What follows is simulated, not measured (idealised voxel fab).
The following process module bears the name voxel trench capacitor.
It is cross-section cut that appears here, measuring 160 nm in width, its square cells being 5 nm in size.
If you're reading a cross-section in this doc, picture square cells in a grid; it comes to you as bands, top ones listed first down to the bottom, and a band can be one or more rows of cells.
Read a band's entry like this: the first values are the height of its top and the height of its bottom in nm, and what follows is the sequence of materials from left to right, each with its width in nm. Note that "blank" is empty space, and that a single material marked "everywhere" reaches across the band from edge to edge.
Heights are measured from 0, the level below which the as-received wafer is all one material; the lowest band has no bottom and continues downward, written as in "0..down".
Think of "30 to 40" as a width that walks from the first number to the second as you go down the band, top row to bottom row, taking equal-sized steps from row to row.
The cross-section has no changed cell in any step marked "everything unchanged".
This entry, "Enclosed void listing", enumerates those empty regions of no fewer than 8 cells that possess no open connection to the top. Each region is reported in the form width x height at distance, the distance being taken from the left edge, with all three quantities expressed in nm.
On a step's line, text after the settings is the simulator commenting on that step.
The "overlay nm" setting may appear on a step's line; for a step that uses a mask, it gives how far to the right of its planned position the mask lay, and a negative value indicates the left.
PLAN
1. RECEIVE: material Si
2. CONFORMAL_DEP: material SiN, thk nm 10
3. PATTERN: tone open, mask id TRENCH, material resist, width nm 25, pitch nm 40, thk nm 20, overlay nm 0
4. DIRECTIONAL_ETCH: etch materials SiN, depth nm 10
5. DIRECTIONAL_ETCH: etch materials Si, depth nm 35
6. STRIP: etch materials resist
7. CONFORMAL_DEP: material Al2O3, thk nm 5
8. FILL_DEP: material polySi, thk nm 10
9. CMP: height nm 10
THIS IS THE CROSS-SECTION OF THE WAFER AS WE RECEIVED IT, I.E. AFTER STEP 1
  0..down | Si everywhere
  Enclosed void listing: none
A WAFER AT THE END: THIS START, THIS PLAN, ONE MISTAKE
  25..15 | polySi everywhere
  15..10 | Al2O3: 50, then polySi: 15, then Al2O3: 25, then polySi: 15, then Al2O3: 55
  10..0 | SiN: 45, then Al2O3: 5, then polySi: 15, then Al2O3: 5, then SiN: 15, then Al2O3: 5, then polySi: 15, then Al2O3: 5, then SiN: 50
  0..-30 | Si: 45, then Al2O3: 5, then polySi: 15, then Al2O3: 5, then Si: 15, then Al2O3: 5, then polySi: 15, then Al2O3: 5, then Si: 50
  -30..-35 | Si: 45, then Al2O3: 25, then Si: 15, then Al2O3: 25, then Si: 50
  -35..down | Si everywhere
  Enclosed void listing: none
The plan and the run diverged here: no execution of plan step 9; skipped
